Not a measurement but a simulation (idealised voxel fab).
The name of this process module is voxel self aligned contacts.
Section shown: cut. Width: 165 nm. Cell size: 5 nm, square.
Think of the cross-section as a grid of square cells. We describe it in bands, top to bottom, and each band covers one or more rows of those cells. What a band's entry tells you: where the top is and where the bottom is, as heights in nm, and after that what lies inside, material by material from left to right, each with its width in nm. Empty space is written as the word "blank", and a single material marked with the word "all across" occupies the band from edge to edge. Counting heights begins at 0, where everything beneath is, in the wafer as received, one material. The lowest band has no bottom; it goes on downwards, as "from 0 down" shows. The width entry "30->40" should be interpreted row by row: the top row of cells in the band takes the first number, the bottom row takes the second number, and the change between adjacent rows is uniform throughout. Take "same as before" at face value: in the step it is given for, the cross-section changed in none of its cells. In "Sealed cavities" the enclosed voids are listed, meaning empty spaces of 8 cells or larger without any opening to the top. The form is width x height at distance, distance from the left edge, units nm. Past the settings on a step's line: simulator remark, on that step. overlay nm: how far to the right of its planned place the mask lay on this masked step (negative: to the left).
This section lists the process steps that were planned
1. RECEIVE: material Si
2. CONFORMAL_DEP: material SiO2, thk nm 5
3. DIRECTIONAL_DEP: material polySi, thk nm 30
4. DIRECTIONAL_DEP: material SiN, thk nm 15
5. MASKED_ETCH: tone cover, mask id GATE, width nm 35, pitch nm 70, etch materials SiN, depth nm 15, overlay nm 0
6. MASKED_ETCH: tone cover, mask id GATE, width nm 35, pitch nm 70, etch materials polySi, depth nm 30, overlay nm 0
7. CONFORMAL_DEP: material SiN, thk nm 5
8. DIRECTIONAL_ETCH: etch materials SiN, depth nm 5
9. FILL_DEP: material SiO2, thk nm 15
10. CMP: height nm 55
11. MASKED_ETCH: tone open, mask id CONTACT, width nm 45, etch materials SiO2, depth nm 55, overlay nm 0
12. CONFORMAL_DEP: material TiN, thk nm 5
13. FILL_DEP: material Ru, thk nm 10
14. CMP: height nm 55
15. CONFORMAL_DEP: material SiCN, thk nm 5
The first of a set of two wafers, run to plan
This is the cross-section of the wafer as we received it, i.e. after step 1
from 0 down | Si all across
Sealed cavities: none
Cross-section: wafer state after step 2
from 5 to 0 | SiO2 all across
Under the height 0 nothing was changed.
Cross-section: wafer state after step 3
from 35 to 5 | polySi all across
Under the height 5 nothing was changed.
Cross-section: wafer state after step 4
from 50 to 35 | SiN all across
Under the height 35 nothing was changed.
Cross-section: wafer state after step 5
from 50 to 35 | 30 of blank, then 35 of SiN, then 35 of blank, then 35 of SiN, then 30 of blank
Under the height 35 nothing was changed.
Cross-section: wafer state after step 6
from 50 to 35 | 30 of blank, then 35 of SiN, then 35 of blank, then 35 of SiN, then 30 of blank
from 35 to 5 | 30 of blank, then 35 of polySi, then 35 of blank, then 35 of polySi, then 30 of blank
Under the height 5 nothing was changed.
Cross-section: wafer state after step 7
from 55 to 35 | 25 of blank, then 45 of SiN, then 25 of blank, then 45 of SiN, then 25 of blank
from 35 to 10 | 25 of blank, then 5 of SiN, then 35 of polySi, then 5 of SiN, then 25 of blank, then 5 of SiN, then 35 of polySi, then 5 of SiN, then 25 of blank
from 10 to 5 | 30 of SiN, then 35 of polySi, then 35 of SiN, then 35 of polySi, then 30 of SiN
Under the height 5 nothing was changed.
Cross-section: wafer state after step 8
from 50 to 35 | 25 of blank, then 45 of SiN, then 25 of blank, then 45 of SiN, then 25 of blank
from 35 to 5 | 25 of blank, then 5 of SiN, then 35 of polySi, then 5 of SiN, then 25 of blank, then 5 of SiN, then 35 of polySi, then 5 of SiN, then 25 of blank
Under the height 5 nothing was changed.
Cross-section: wafer state after step 9
from 65 to 50 | SiO2 all across
from 50 to 35 | 25 of SiO2, then 45 of SiN, then 25 of SiO2, then 45 of SiN, then 25 of SiO2
from 35 to 5 | 25 of SiO2, then 5 of SiN, then 35 of polySi, then 5 of SiN, then 25 of SiO2, then 5 of SiN, then 35 of polySi, then 5 of SiN, then 25 of SiO2
Under the height 5 nothing was changed.
Cross-section: wafer state after step 10
from 55 to 50 | SiO2 all across
Under the height 50 nothing was changed.
Cross-section: wafer state after step 11
from 55 to 50 | 60 of SiO2, then 45 of blank, then 60 of SiO2
from 50 to 35 | 25 of SiO2, then 45 of SiN, then 25 of blank, then 45 of SiN, then 25 of SiO2
from 35 to 5 | 25 of SiO2, then 5 of SiN, then 35 of polySi, then 5 of SiN, then 25 of blank, then 5 of SiN, then 35 of polySi, then 5 of SiN, then 25 of SiO2
from 5 to 0 | 70 of SiO2, then 25 of blank, then 70 of SiO2
Under the height 0 nothing was changed.
Cross-section: wafer state after step 12
from 60 to 55 | 65 of TiN, then 35 of blank, then 65 of TiN
from 55 to 50 | 60 of SiO2, then 15 of TiN, then 15 of blank, then 15 of TiN, then 60 of SiO2
from 50 to 35 | 25 of SiO2, then 45 of SiN, then 5 of TiN, then 15 of blank, then 5 of TiN, then 45 of SiN, then 25 of SiO2
from 35 to 5 | 25 of SiO2, then 5 of SiN, then 35 of polySi, then 5 of SiN, then 5 of TiN, then 15 of blank, then 5 of TiN, then 5 of SiN, then 35 of polySi, then 5 of SiN, then 25 of SiO2
from 5 to 0 | 70 of SiO2, then 25 of TiN, then 70 of SiO2
Under the height 0 nothing was changed.
Cross-section: wafer state after step 13
from 70 to 60 | Ru all across
from 60 to 55 | 65 of TiN, then 35 of Ru, then 65 of TiN
from 55 to 50 | 60 of SiO2, then 15 of TiN, then 15 of Ru, then 15 of TiN, then 60 of SiO2
from 50 to 35 | 25 of SiO2, then 45 of SiN, then 5 of TiN, then 15 of Ru, then 5 of TiN, then 45 of SiN, then 25 of SiO2
from 35 to 5 | 25 of SiO2, then 5 of SiN, then 35 of polySi, then 5 of SiN, then 5 of TiN, then 15 of Ru, then 5 of TiN, then 5 of SiN, then 35 of polySi, then 5 of SiN, then 25 of SiO2
Under the height 5 nothing was changed.
Cross-section: wafer state after step 14
from 55 to 50 | 60 of SiO2, then 15 of TiN, then 15 of Ru, then 15 of TiN, then 60 of SiO2
Under the height 50 nothing was changed.
Cross-section: wafer state after step 15
from 60 to 55 | SiCN all across
Under the height 55 nothing was changed.
Second wafer. Start and plan as for the first. One mistake made in running. Agrees with the first up to and including step 10
Cross-sectional view of the second wafer at the intended end time of process step 11
from 55 to 50 | 55 of SiO2, then 45 of blank, then 65 of SiO2
from 50 to 35 | 25 of SiO2, then 45 of SiN, then 25 of blank, then 45 of SiN, then 25 of SiO2
from 35 to 5 | 25 of SiO2, then 5 of SiN, then 35 of polySi, then 5 of SiN, then 25 of blank, then 5 of SiN, then 35 of polySi, then 5 of SiN, then 25 of SiO2
from 5 to 0 | 70 of SiO2, then 25 of blank, then 70 of SiO2
Under the height 0 nothing was changed.
Cross-sectional view of the second wafer at the intended end time of process step 12
from 60 to 55 | 60 of TiN, then 35 of blank, then 70 of TiN
from 55 to 50 | 55 of SiO2, then 20 of TiN, then 15 of blank, then 10 of TiN, then 65 of SiO2
from 50 to 35 | 25 of SiO2, then 45 of SiN, then 5 of TiN, then 15 of blank, then 5 of TiN, then 45 of SiN, then 25 of SiO2
from 35 to 5 | 25 of SiO2, then 5 of SiN, then 35 of polySi, then 5 of SiN, then 5 of TiN, then 15 of blank, then 5 of TiN, then 5 of SiN, then 35 of polySi, then 5 of SiN, then 25 of SiO2
from 5 to 0 | 70 of SiO2, then 25 of TiN, then 70 of SiO2
Under the height 0 nothing was changed.
Cross-sectional view of the second wafer at the intended end time of process step 13
from 70 to 60 | Ru all across
from 60 to 55 | 60 of TiN, then 35 of Ru, then 70 of TiN
from 55 to 50 | 55 of SiO2, then 20 of TiN, then 15 of Ru, then 10 of TiN, then 65 of SiO2
from 50 to 35 | 25 of SiO2, then 45 of SiN, then 5 of TiN, then 15 of Ru, then 5 of TiN, then 45 of SiN, then 25 of SiO2
from 35 to 5 | 25 of SiO2, then 5 of SiN, then 35 of polySi, then 5 of SiN, then 5 of TiN, then 15 of Ru, then 5 of TiN, then 5 of SiN, then 35 of polySi, then 5 of SiN, then 25 of SiO2
Under the height 5 nothing was changed.
Cross-sectional view of the second wafer at the intended end time of process step 14
from 55 to 50 | 55 of SiO2, then 20 of TiN, then 15 of Ru, then 10 of TiN, then 65 of SiO2
Under the height 50 nothing was changed.
Cross-sectional view of the second wafer at the intended end time of process step 15
from 60 to 55 | SiCN all across
Under the height 55 nothing was changed.
It is concluded that the wafer was processed incorrectly with respect to the plan, in that heads up, step 11 didn't go per plan, it actually ran as MASKED_ETCH: tone open, mask id CONTACT, width nm 45, etch materials SiO2, depth nm 55, overlay nm -5
If you tally the cells, the second wafer ends up with the same amount of every material as the first; it's all just sitting in different places.
